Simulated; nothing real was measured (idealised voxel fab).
voxel released beams: a process module
Pictured: cross-section cut, 235 nm wide, on a grid of 5 nm square cells.
For the purposes of this document, a cross-section shall be understood as a grid of square cells, specified as bands listed in top-to-bottom order, each band consisting of one or more rows of cells.
Read a band's entry like this: the first values are the height of its top and the height of its bottom in nm, and what follows is the sequence of materials from left to right, each with its width in nm. Note that "blank" is empty space, and that a single material marked "full width" reaches across the band from edge to edge.
Height reference: 0 = level under which incoming wafer is all one material. Lowest band: no bottom, runs on downward, e.g. "top 0, no bottom".
Note: "30->40" means the width goes from the first number (top row of the band) to the second number (bottom row) in equal steps per row of cells.
Where the words "no modification" appear for a step, the cross-section shows no cell changed by that step; every cell remained as before.
"Listed closed voids" - sealed voids, min. 8 cells, no opening to top; format: width x height at distance (distance from left edge; nm throughout).
after a step's settings: what the simulator itself notes on the step
When a step includes a mask, the "overlay nm" setting on its line states how far to the right of its planned place that mask lay, and negative values state how far to the left.

PROCESS STEPS FORESEEN IN THE PLAN
1. op RECEIVE | material Si
2. op CONFORMAL_DEP | material Al2O3 | thk nm 5
3. op DIRECTIONAL_DEP | material SiO2 | thk nm 20
4. op MASKED_ETCH | tone open | mask id ANCHOR | width nm 30 | etch materials SiO2 | depth nm 20 | overlay nm 0
5. op CONFORMAL_DEP | material W | thk nm 10
6. op MASKED_ETCH | tone cover | mask id BEAM | width nm 100 | etch materials W | depth nm 10 | overlay nm 0
7. op STRIP | etch materials SiO2

CROSS-SECTION OF THE WAFER AT RECEIPT, WHICH IS THE CONDITION AFTER STEP 1
    top 0, no bottom: Si full width
    Listed closed voids: none

FINAL CROSS-SECTION, MODULE RUN WITH ONE MISTAKE (START AND PLAN AS ABOVE)
    top 30, bottom 25: blank: 65, then W: 10, then blank: 20, then W: 70, then blank: 70
    top 25, bottom 10: blank: 70, then W: 5, then blank: 20, then W: 5, then blank: 135
    top 10, bottom 5: blank: 70, then W: 30, then blank: 135
    top 5, bottom 0: Al2O3 full width
    top 0, no bottom: Si full width
    Listed closed voids: none
Want to know what went wrong? contrary to plan, step 5 was performed as op CONFORMAL_DEP | material W | thk nm 5
